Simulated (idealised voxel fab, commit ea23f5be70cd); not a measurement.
This section sets out a process module, namely voxel wiring stack.
Pictured: cross-section cut, 230 nm wide, on a grid of 5 nm square cells.
Heads up, the way a cross-section reads in here is a grid of square cells, handed over as bands from the top down, with every band being one or more rows of cells. Basically the band line says how high the top is and how high the bottom is, in nm, and then what's in it from left to right, every material with its width in nm. Empty space shows up as "empty", and if a single material carries "full width" it runs the full band edge to edge. Ref level 0: as-received wafer is one material below here. Bottom band extends down with no lower bound ("from 0 down"). The width entry "30 to 40" should be interpreted row by row: the top row of cells in the band takes the first number, the bottom row takes the second number, and the change between adjacent rows is uniform throughout. "no change occurred" (step): cross-section cells unchanged, all of them. Listed in "Closed void entries": every empty space of 8 or more cells without an open way to the top. Form: width x height at distance, the distance being from the left edge, all in nm. Formally, on a step line, whatever follows the settings is a remark that the simulator itself makes on the step. overlay nm: mask right of planned place by this much (step with mask). Neg. = left.

# Process steps foreseen in the plan
1 RECEIVE,material Si
2 CONFORMAL_DEP,material SiO2,thk nm 10
3 DIRECTIONAL_DEP,material TiN,thk nm 5
4 DIRECTIONAL_DEP,material W,thk nm 20
5 PATTERN,tone cover,mask id METAL_1,material resist,width nm 25,pitch nm 40,thk nm 20,overlay nm 0
6 DIRECTIONAL_ETCH,etch materials W,depth nm 20
7 DIRECTIONAL_ETCH,etch materials TiN,depth nm 5
8 STRIP,etch materials resist
9 CONFORMAL_DEP,material SiN,thk nm 5
10 FILL_DEP,material SiO2,thk nm 10
11 CMP,height nm 35
12 CONFORMAL_DEP,material SiCN,thk nm 5
13 DIRECTIONAL_DEP,material lowk,thk nm 15
14 MASKED_ETCH,tone open,mask id PLUG_1,width nm 15,pitch nm 80,etch materials lowk,depth nm 15,overlay nm 0
15 MASKED_ETCH,tone open,mask id PLUG_1,width nm 15,pitch nm 80,etch materials SiCN,depth nm 5,overlay nm 0
16 EPI,material Ru,thk nm 10
17 EPI,material Ru,thk nm 10
18 DIRECTIONAL_DEP,material TiN,thk nm 5
19 DIRECTIONAL_DEP,material Ru,thk nm 15
20 DIRECTIONAL_DEP,material aC,thk nm 10
21 PATTERN,tone cover,mask id METAL_2,material resist,width nm 25,pitch nm 40,thk nm 30,overlay nm 0
22 DIRECTIONAL_ETCH,etch materials aC,depth nm 10
23 STRIP,etch materials resist
24 DIRECTIONAL_ETCH,etch materials Ru,depth nm 15
25 DIRECTIONAL_ETCH,etch materials TiN,depth nm 5
26 STRIP,etch materials aC
27 CONFORMAL_DEP,material SiCN,thk nm 5
28 FILL_DEP,material lowk,thk nm 5
29 CMP,height nm 75
30 CONFORMAL_DEP,material SiCN,thk nm 5
31 DIRECTIONAL_DEP,material SiO2,thk nm 35
32 MASKED_ETCH,tone open,mask id METAL_3_HOLES,width nm 15,pitch nm 40,etch materials SiO2,depth nm 35,overlay nm 0
33 DIRECTIONAL_DEP,material aC,thk nm 15
34 PATTERN,tone open,mask id METAL_3,material resist,width nm 25,pitch nm 40,thk nm 30,overlay nm 0
35 DIRECTIONAL_ETCH,etch materials aC,depth nm 15
36 STRIP,etch materials resist
37 DIRECTIONAL_ETCH,etch materials SiO2,depth nm 20
38 DIRECTIONAL_ETCH,etch materials SiCN,depth nm 5
39 STRIP,etch materials aC
40 CONFORMAL_DEP,material TiN,thk nm 5
41 FILL_DEP,material Cu,thk nm 10
42 CMP,height nm 115
43 CONFORMAL_DEP,material SiCN,thk nm 5
44 DIRECTIONAL_DEP,material lowk,thk nm 25
45 DIRECTIONAL_DEP,material aC,thk nm 15
46 PATTERN,tone open,mask id METAL_4_HOLES,material resist,width nm 15,pitch nm 40,thk nm 35,overlay nm 0
47 DIRECTIONAL_ETCH,etch materials aC,depth nm 15
48 STRIP,etch materials resist
49 DIRECTIONAL_ETCH,etch materials lowk,depth nm 25
50 STRIP,etch materials aC
51 MASKED_ETCH,tone open,mask id METAL_4,width nm 25,pitch nm 40,etch materials lowk,depth nm 15,overlay nm 0
52 MASKED_ETCH,tone open,mask id METAL_4,width nm 25,pitch nm 40,etch materials SiCN,depth nm 5,overlay nm 0
53 CONFORMAL_DEP,material TiN,thk nm 5
54 FILL_DEP,material Ru,thk nm 10
55 CMP,height nm 145
56 CONFORMAL_DEP,material SiCN,thk nm 5

# Here's what the wafer looked like in cross-section when it arrived - that's after step 1
	from 0 down: Si full width
	Closed void entries: none

# Final wafer profile in cross-section after the module, from the same start and plan as above, with one mistake made during processing
	from 155 to 150: SiCN full width
	from 150 to 145: TiN 65  Ru 15  TiN 25  Ru 15  TiN 25  Ru 15  TiN 70
	from 145 to 135: lowk 60  TiN 5  Ru 15  TiN 5  lowk 15  TiN 5  Ru 15  TiN 5  lowk 15  TiN 5  Ru 15  TiN 5  lowk 65
	from 135 to 130: lowk 60  TiN 5  Ru 5  TiN 15  lowk 15  TiN 5  Ru 5  TiN 15  lowk 15  TiN 5  Ru 5  TiN 15  lowk 65
	from 130 to 120: lowk 60  TiN 5  Ru 5  TiN 5  lowk 25  TiN 5  Ru 5  TiN 5  lowk 25  TiN 5  Ru 5  TiN 5  lowk 75
	from 120 to 115: SiCN 60  TiN 15  SiCN 25  TiN 15  SiCN 25  TiN 15  SiCN 75
	from 115 to 100: SiO2 60  TiN 5  Cu 15  TiN 5  SiO2 15  TiN 5  Cu 15  TiN 5  SiO2 15  TiN 5  Cu 15  TiN 5  SiO2 65
	from 100 to 95: SiO2 60  TiN 5  Cu 5  TiN 15  SiO2 15  TiN 5  Cu 5  TiN 15  SiO2 15  TiN 5  Cu 5  TiN 15  SiO2 65
	from 95 to 80: SiO2 60  TiN 5  Cu 5  TiN 5  SiO2 25  TiN 5  Cu 5  TiN 5  SiO2 25  TiN 5  Cu 5  TiN 5  SiO2 75
	from 80 to 75: SiCN 60  TiN 15  SiCN 25  TiN 15  SiCN 25  TiN 15  SiCN 75
	from 75 to 60: lowk 55  SiCN 5  Ru 25  SiCN 5  lowk 5  SiCN 5  Ru 25  SiCN 5  lowk 5  SiCN 5  Ru 25  SiCN 5  lowk 60
	from 60 to 55: SiCN 60  TiN 25  SiCN 15  TiN 25  SiCN 15  TiN 25  SiCN 65
	from 55 to 40: lowk 60  Ru 15  lowk 65  Ru 15  lowk 75
	from 40 to 35: SiCN 60  Ru 15  SiCN 65  Ru 15  SiCN 75
	from 35 to 15: SiO2 55  SiN 5  W 25  SiN 5  SiO2 5  SiN 5  W 25  SiN 5  SiO2 5  SiN 5  W 25  SiN 5  SiO2 60
	from 15 to 10: SiN 60  TiN 25  SiN 15  TiN 25  SiN 15  TiN 25  SiN 65
	from 10 to 0: SiO2 full width
	from 0 down: Si full width
	Closed void entries: none
Want to know what went wrong? planned and actual differ for step 55; actual: CMP,height nm 150
